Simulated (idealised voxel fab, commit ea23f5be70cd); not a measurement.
The name of this process module is voxel transistor to metal.
Section shown: cut. Width: 145 nm. Cell size: 5 nm, square.
In this document a cross-section is written as a grid of square cells. It is given as a series of bands, listed from the top down, and a band is one or more rows of cells.
Per band: top height and bottom height in nm, followed by the left-to-right materials and their widths in nm; "edge to edge" marks a single material spanning edge to edge, "empty" marks empty space.
Zero point of the height axis is 0; under it, received wafer = one material. Lowest band: continues down indefinitely, "0 and below".
A width given as "30->40" starts at the first number in the band's top row and ends at the second number in its bottom row, shifting by an equal amount at every step from row to row.
The designation "remains unaltered", where it is given for a processing step, indicates that no cell of the cross-section was altered in the course of that step.
"Closed void entries" contains a list of empty spaces, each no smaller than 8 cells and without an open way to the top, written in the form width x height at distance with the distance from the left edge and all three in nm.
Note: text after step settings on the step line = simulator remark on that step.
The line of a step may include "overlay nm". On a step with a mask, this value is how far to the right of its planned place the mask lay. A negative value means the mask lay to the left.
plan
step 1: RECEIVE,material Si
step 2: OXIDIZE,depth nm 5
step 3: CONFORMAL_DEP,material SiN,thk nm 10
step 4: MASKED_ETCH,tone cover,mask id ACTIVE,width nm 95,etch materials SiN,depth nm 10,overlay nm 0
step 5: MASKED_ETCH,tone cover,mask id ACTIVE,width nm 95,etch materials SiO2,depth nm 5,overlay nm 0
step 6: MASKED_ETCH,tone cover,mask id ACTIVE,width nm 95,etch materials Si,depth nm 20,overlay nm 0
step 7: FILL_DEP,material SiO2,thk nm 10
step 8: CMP,height nm 10
step 9: SELECTIVE_ETCH,etch materials SiO2,depth nm 5
step 10: STRIP,etch materials SiN
step 11: SELECTIVE_ETCH,etch materials SiO2,depth nm 5
step 12: OXIDIZE,depth nm 5
step 13: DIRECTIONAL_DEP,material polySi,thk nm 25
step 14: DIRECTIONAL_DEP,material SiCN,thk nm 10
step 15: MASKED_ETCH,tone cover,mask id GATE,width nm 25,etch materials SiCN,depth nm 20,overlay nm 0
step 16: MASKED_ETCH,tone cover,mask id GATE,width nm 25,etch materials polySi,depth nm 35,overlay nm 0
step 17: CONFORMAL_DEP,material SiN,thk nm 10
step 18: DIRECTIONAL_ETCH,etch materials SiN,depth nm 10
step 19: DIRECTIONAL_ETCH,etch materials SiO2,depth nm 5
step 20: DIRECTIONAL_ETCH,etch materials Si,depth nm 15
step 21: EPI,material SiGe,thk nm 20
step 22: FILL_DEP,material SiO2,thk nm 10
step 23: CMP,height nm 30
step 24: DIRECTIONAL_DEP,material SiO2,thk nm 15
step 25: DIRECTIONAL_DEP,material aC,thk nm 15
step 26: PATTERN,tone open,mask id CONTACT,material resist,width nm 25,pitch nm 60,thk nm 30,overlay nm 0
step 27: DIRECTIONAL_ETCH,etch materials aC,depth nm 15
step 28: STRIP,etch materials resist
step 29: DIRECTIONAL_ETCH,etch materials SiO2,depth nm 35
step 30: STRIP,etch materials aC
step 31: CONFORMAL_DEP,material TiN,thk nm 5
step 32: FILL_DEP,material Ru,thk nm 5
step 33: CMP,height nm 45
step 34: CONFORMAL_DEP,material SiN,thk nm 5
step 35: DIRECTIONAL_DEP,material SiO2,thk nm 20
step 36: PATTERN,tone open,mask id METAL_1,material resist,width nm 15,pitch nm 70,thk nm 15,overlay nm 0
step 37: DIRECTIONAL_ETCH,etch materials SiO2,depth nm 20
step 38: DIRECTIONAL_ETCH,etch materials SiN,depth nm 5
step 39: STRIP,etch materials resist
step 40: CONFORMAL_DEP,material TiN,thk nm 5
step 41: FILL_DEP,material W,thk nm 5
step 42: CMP,height nm 70
step 43: CONFORMAL_DEP,material SiCN,thk nm 5
Run as planned: first of two wafers
Wafer at receipt (post step 1), cross-section
  0 and below: Si edge to edge
  Closed void entries: none
You're looking at a cross-section of the wafer after step 2
  0 down to -5: SiO2 edge to edge
  Unchanged below -5.
You're looking at a cross-section of the wafer after step 3
  10 down to 0: SiN edge to edge
  Unchanged below 0.
You're looking at a cross-section of the wafer after step 4
  10 down to 0: empty: 25  SiN: 95  empty: 25
  Unchanged below 0.
You're looking at a cross-section of the wafer after step 5
  10 down to 0: empty: 25  SiN: 95  empty: 25
  0 down to -5: empty: 25  SiO2: 95  empty: 25
  Unchanged below -5.
You're looking at a cross-section of the wafer after step 6
  10 down to 0: empty: 25  SiN: 95  empty: 25
  0 down to -5: empty: 25  SiO2: 95  empty: 25
  -5 down to -25: empty: 25  Si: 95  empty: 25
  Unchanged below -25.
You're looking at a cross-section of the wafer after step 7
  20 down to 10: SiO2 edge to edge
  10 down to 0: SiO2: 25  SiN: 95  SiO2: 25
  0 down to -5: SiO2 edge to edge
  -5 down to -25: SiO2: 25  Si: 95  SiO2: 25
  Unchanged below -25.
You're looking at a cross-section of the wafer after step 8
  10 down to 0: SiO2: 25  SiN: 95  SiO2: 25
  Unchanged below 0.
You're looking at a cross-section of the wafer after step 9
  10 down to 5: empty: 25  SiN: 95  empty: 25
  Unchanged below 5.
You're looking at a cross-section of the wafer after step 10
  5 down to 0: SiO2: 25  empty: 95  SiO2: 25
  Unchanged below 0.
You're looking at a cross-section of the wafer after step 11
  0 down to -5: SiO2: 20  empty: 105  SiO2: 20
  Unchanged below -5.
You're looking at a cross-section of the wafer after step 12
  0 down to -5: SiO2: 20  empty: 105  SiO2: 20
  -5 down to -10: SiO2 edge to edge
  Unchanged below -10.
You're looking at a cross-section of the wafer after step 13
  25 down to 20: polySi: 20  empty: 105  polySi: 20
  20 down to 0: polySi edge to edge
  0 down to -5: SiO2: 20  polySi: 105  SiO2: 20
  Unchanged below -5.
You're looking at a cross-section of the wafer after step 14
  35 down to 30: SiCN: 20  empty: 105  SiCN: 20
  30 down to 25: SiCN edge to edge
  25 down to 20: polySi: 20  SiCN: 105  polySi: 20
  Unchanged below 20.
You're looking at a cross-section of the wafer after step 15
  30 down to 25: empty: 60  SiCN: 25  empty: 60
  25 down to 20: polySi: 20  empty: 40  SiCN: 25  empty: 40  polySi: 20
  Unchanged below 20.
You're looking at a cross-section of the wafer after step 16
  30 down to 20: empty: 60  SiCN: 25  empty: 60
  20 down to 0: empty: 60  polySi: 25  empty: 60
  0 down to -5: SiO2: 20  empty: 40  polySi: 25  empty: 40  SiO2: 20
  Unchanged below -5.
You're looking at a cross-section of the wafer after step 17
  40 down to 30: empty: 50  SiN: 45  empty: 50
  30 down to 20: empty: 50  SiN: 10  SiCN: 25  SiN: 10  empty: 50
  20 down to 10: empty: 50  SiN: 10  polySi: 25  SiN: 10  empty: 50
  10 down to 5: SiN: 30  empty: 20  SiN: 10  polySi: 25  SiN: 10  empty: 20  SiN: 30
  5 down to 0: SiN: 60  polySi: 25  SiN: 60
  0 down to -5: SiO2: 20  SiN: 40  polySi: 25  SiN: 40  SiO2: 20
  Unchanged below -5.
You're looking at a cross-section of the wafer after step 18
  30 down to 20: empty: 50  SiN: 10  SiCN: 25  SiN: 10  empty: 50
  20 down to 0: empty: 50  SiN: 10  polySi: 25  SiN: 10  empty: 50
  0 down to -5: SiO2: 20  SiN: 10  empty: 20  SiN: 10  polySi: 25  SiN: 10  empty: 20  SiN: 10  SiO2: 20
  Unchanged below -5.
You're looking at a cross-section of the wafer after step 19
  30 down to 20: empty: 50  SiN: 10  SiCN: 25  SiN: 10  empty: 50
  20 down to 0: empty: 50  SiN: 10  polySi: 25  SiN: 10  empty: 50
  0 down to -5: empty: 20  SiN: 10  empty: 20  SiN: 10  polySi: 25  SiN: 10  empty: 20  SiN: 10  empty: 20
  -5 down to -10: SiO2: 30  empty: 20  SiO2: 45  empty: 20  SiO2: 30
  Unchanged below -10.
You're looking at a cross-section of the wafer after step 20
  30 down to 20: empty: 50  SiN: 10  SiCN: 25  SiN: 10  empty: 50
  20 down to 0: empty: 50  SiN: 10  polySi: 25  SiN: 10  empty: 50
  0 down to -5: empty: 20  SiN: 10  empty: 20  SiN: 10  polySi: 25  SiN: 10  empty: 20  SiN: 10  empty: 20
  -5 down to -10: SiO2: 30  empty: 20  SiO2: 45  empty: 20  SiO2: 30
  -10 down to -25: SiO2: 25  Si: 5  empty: 20  Si: 45  empty: 20  Si: 5  SiO2: 25
  Unchanged below -25.
You're looking at a cross-section of the wafer after step 21
  30 down to 20: empty: 50  SiN: 10  SiCN: 25  SiN: 10  empty: 50
  20 down to 10: empty: 50  SiN: 10  polySi: 25  SiN: 10  empty: 50
  10 down to 0: empty: 20  SiGe: 30  SiN: 10  polySi: 25  SiN: 10  SiGe: 30  empty: 20
  0 down to -5: empty: 20  SiN: 10  SiGe: 20  SiN: 10  polySi: 25  SiN: 10  SiGe: 20  SiN: 10  empty: 20
  -5 down to -10: SiO2: 30  SiGe: 20  SiO2: 45  SiGe: 20  SiO2: 30
  -10 down to -25: SiO2: 25  Si: 5  SiGe: 20  Si: 45  SiGe: 20  Si: 5  SiO2: 25
  Unchanged below -25.
You're looking at a cross-section of the wafer after step 22
  40 down to 30: SiO2 edge to edge
  30 down to 20: SiO2: 50  SiN: 10  SiCN: 25  SiN: 10  SiO2: 50
  20 down to 10: SiO2: 50  SiN: 10  polySi: 25  SiN: 10  SiO2: 50
  10 down to 0: SiO2: 20  SiGe: 30  SiN: 10  polySi: 25  SiN: 10  SiGe: 30  SiO2: 20
  0 down to -5: SiO2: 20  SiN: 10  SiGe: 20  SiN: 10  polySi: 25  SiN: 10  SiGe: 20  SiN: 10  SiO2: 20
  Unchanged below -5.
You're looking at a cross-section of the wafer after step 23
  30 down to 20: SiO2: 50  SiN: 10  SiCN: 25  SiN: 10  SiO2: 50
  Unchanged below 20.
You're looking at a cross-section of the wafer after step 24
  45 down to 30: SiO2 edge to edge
  Unchanged below 30.
You're looking at a cross-section of the wafer after step 25
  60 down to 45: aC edge to edge
  Unchanged below 45.
You're looking at a cross-section of the wafer after step 26
  90 down to 60: resist: 30  empty: 25  resist: 35  empty: 25  resist: 30
  Unchanged below 60.
You're looking at a cross-section of the wafer after step 27
  75 down to 60: resist: 30  empty: 25  resist: 35  empty: 25  resist: 30
  60 down to 45: aC: 30  empty: 25  aC: 35  empty: 25  aC: 30
  Unchanged below 45.
You're looking at a cross-section of the wafer after step 28
  60 down to 45: aC: 30  empty: 25  aC: 35  empty: 25  aC: 30
  Unchanged below 45.
You're looking at a cross-section of the wafer after step 29
  60 down to 45: aC: 30  empty: 25  aC: 35  empty: 25  aC: 30
  45 down to 30: SiO2: 30  empty: 25  SiO2: 35  empty: 25  SiO2: 30
  30 down to 20: SiO2: 30  empty: 20  SiN: 10  SiCN: 25  SiN: 10  empty: 20  SiO2: 30
  20 down to 10: SiO2: 30  empty: 20  SiN: 10  polySi: 25  SiN: 10  empty: 20  SiO2: 30
  Unchanged below 10.
You're looking at a cross-section of the wafer after step 30
  45 down to 30: SiO2: 30  empty: 25  SiO2: 35  empty: 25  SiO2: 30
  Unchanged below 30.
You're looking at a cross-section of the wafer after step 31
  50 down to 45: TiN: 35  empty: 15  TiN: 45  empty: 15  TiN: 35
  45 down to 35: SiO2: 30  TiN: 5  empty: 15  TiN: 5  SiO2: 35  TiN: 5  empty: 15  TiN: 5  SiO2: 30
  35 down to 30: SiO2: 30  TiN: 5  empty: 10  TiN: 10  SiO2: 35  TiN: 10  empty: 10  TiN: 5  SiO2: 30
  30 down to 20: SiO2: 30  TiN: 5  empty: 10  TiN: 5  SiN: 10  SiCN: 25  SiN: 10  TiN: 5  empty: 10  TiN: 5  SiO2: 30
  20 down to 15: SiO2: 30  TiN: 5  empty: 10  TiN: 5  SiN: 10  polySi: 25  SiN: 10  TiN: 5  empty: 10  TiN: 5  SiO2: 30
  15 down to 10: SiO2: 30  TiN: 20  SiN: 10  polySi: 25  SiN: 10  TiN: 20  SiO2: 30
  Unchanged below 10.
You're looking at a cross-section of the wafer after step 32
  55 down to 50: Ru edge to edge
  50 down to 45: TiN: 35  Ru: 15  TiN: 45  Ru: 15  TiN: 35
  45 down to 35: SiO2: 30  TiN: 5  Ru: 15  TiN: 5  SiO2: 35  TiN: 5  Ru: 15  TiN: 5  SiO2: 30
  35 down to 30: SiO2: 30  TiN: 5  Ru: 10  TiN: 10  SiO2: 35  TiN: 10  Ru: 10  TiN: 5  SiO2: 30
  30 down to 20: SiO2: 30  TiN: 5  Ru: 10  TiN: 5  SiN: 10  SiCN: 25  SiN: 10  TiN: 5  Ru: 10  TiN: 5  SiO2: 30
  20 down to 15: SiO2: 30  TiN: 5  Ru: 10  TiN: 5  SiN: 10  polySi: 25  SiN: 10  TiN: 5  Ru: 10  TiN: 5  SiO2: 30
  Unchanged below 15.
You're looking at a cross-section of the wafer after step 33
  45 down to 35: SiO2: 30  TiN: 5  Ru: 15  TiN: 5  SiO2: 35  TiN: 5  Ru: 15  TiN: 5  SiO2: 30
  Unchanged below 35.
You're looking at a cross-section of the wafer after step 34
  50 down to 45: SiN edge to edge
  Unchanged below 45.
You're looking at a cross-section of the wafer after step 35
  70 down to 50: SiO2 edge to edge
  Unchanged below 50.
You're looking at a cross-section of the wafer after step 36
  85 down to 70: resist: 30  empty: 15  resist: 55  empty: 15  resist: 30
  Unchanged below 70.
You're looking at a cross-section of the wafer after step 37
  85 down to 70: resist: 30  empty: 15  resist: 55  empty: 15  resist: 30
  70 down to 50: SiO2: 30  empty: 15  SiO2: 55  empty: 15  SiO2: 30
  Unchanged below 50.
You're looking at a cross-section of the wafer after step 38
  85 down to 70: resist: 30  empty: 15  resist: 55  empty: 15  resist: 30
  70 down to 50: SiO2: 30  empty: 15  SiO2: 55  empty: 15  SiO2: 30
  50 down to 45: SiN: 30  empty: 15  SiN: 55  empty: 15  SiN: 30
  Unchanged below 45.
You're looking at a cross-section of the wafer after step 39
  70 down to 50: SiO2: 30  empty: 15  SiO2: 55  empty: 15  SiO2: 30
  Unchanged below 50.
You're looking at a cross-section of the wafer after step 40
  75 down to 70: TiN: 35  empty: 5  TiN: 65  empty: 5  TiN: 35
  70 down to 50: SiO2: 30  TiN: 5  empty: 5  TiN: 5  SiO2: 55  TiN: 5  empty: 5  TiN: 5  SiO2: 30
  50 down to 45: SiN: 30  TiN: 15  SiN: 55  TiN: 15  SiN: 30
  Unchanged below 45.
You're looking at a cross-section of the wafer after step 41
  80 down to 75: W edge to edge
  75 down to 70: TiN: 35  W: 5  TiN: 65  W: 5  TiN: 35
  70 down to 50: SiO2: 30  TiN: 5  W: 5  TiN: 5  SiO2: 55  TiN: 5  W: 5  TiN: 5  SiO2: 30
  Unchanged below 50.
You're looking at a cross-section of the wafer after step 42
  70 down to 50: SiO2: 30  TiN: 5  W: 5  TiN: 5  SiO2: 55  TiN: 5  W: 5  TiN: 5  SiO2: 30
  Unchanged below 50.
You're looking at a cross-section of the wafer after step 43
  75 down to 70: SiCN edge to edge
  Unchanged below 70.
Wafer two. Same start, same plan, one slip in execution. Same as wafer one through step 35, inclusive
Cross-sectional representation of the second wafer at the time designated in the plan for the completion of step 36
  85 down to 70: empty: 30  resist: 15  empty: 55  resist: 15  empty: 30
  Unchanged below 70.
Cross-sectional representation of the second wafer at the time designated in the plan for the completion of step 37
  85 down to 70: empty: 30  resist: 15  empty: 55  resist: 15  empty: 30
  70 down to 50: empty: 30  SiO2: 15  empty: 55  SiO2: 15  empty: 30
  Unchanged below 50.
Cross-sectional representation of the second wafer at the time designated in the plan for the completion of step 38
  85 down to 70: empty: 30  resist: 15  empty: 55  resist: 15  empty: 30
  70 down to 50: empty: 30  SiO2: 15  empty: 55  SiO2: 15  empty: 30
  50 down to 45: empty: 30  SiN: 15  empty: 55  SiN: 15  empty: 30
  Unchanged below 45.
Cross-sectional representation of the second wafer at the time designated in the plan for the completion of step 39
  70 down to 50: empty: 30  SiO2: 15  empty: 55  SiO2: 15  empty: 30
  Unchanged below 50.
Cross-sectional representation of the second wafer at the time designated in the plan for the completion of step 40
  75 down to 70: empty: 25  TiN: 25  empty: 45  TiN: 25  empty: 25
  70 down to 50: empty: 25  TiN: 5  SiO2: 15  TiN: 5  empty: 45  TiN: 5  SiO2: 15  TiN: 5  empty: 25
  50 down to 45: TiN: 30  SiN: 15  TiN: 55  SiN: 15  TiN: 30
  Unchanged below 45.
Cross-sectional representation of the second wafer at the time designated in the plan for the completion of step 41
  80 down to 75: W edge to edge
  75 down to 70: W: 25  TiN: 25  W: 45  TiN: 25  W: 25
  70 down to 50: W: 25  TiN: 5  SiO2: 15  TiN: 5  W: 45  TiN: 5  SiO2: 15  TiN: 5  W: 25
  Unchanged below 50.
Cross-sectional representation of the second wafer at the time designated in the plan for the completion of step 42
  70 down to 50: W: 25  TiN: 5  SiO2: 15  TiN: 5  W: 45  TiN: 5  SiO2: 15  TiN: 5  W: 25
  Unchanged below 50.
Cross-sectional representation of the second wafer at the time designated in the plan for the completion of step 43
  75 down to 70: SiCN edge to edge
  Unchanged below 70.
So what did we get wrong on this run? step 36 did not use the planned setting and instead ran as PATTERN,tone cover,mask id METAL_1,material resist,width nm 15,pitch nm 70,thk nm 15,overlay nm 0
Counted in cells at the end, the second wafer holds more or fewer of these materials than the first: SiN -17 | SiO2 -68 | TiN +17 | W +68
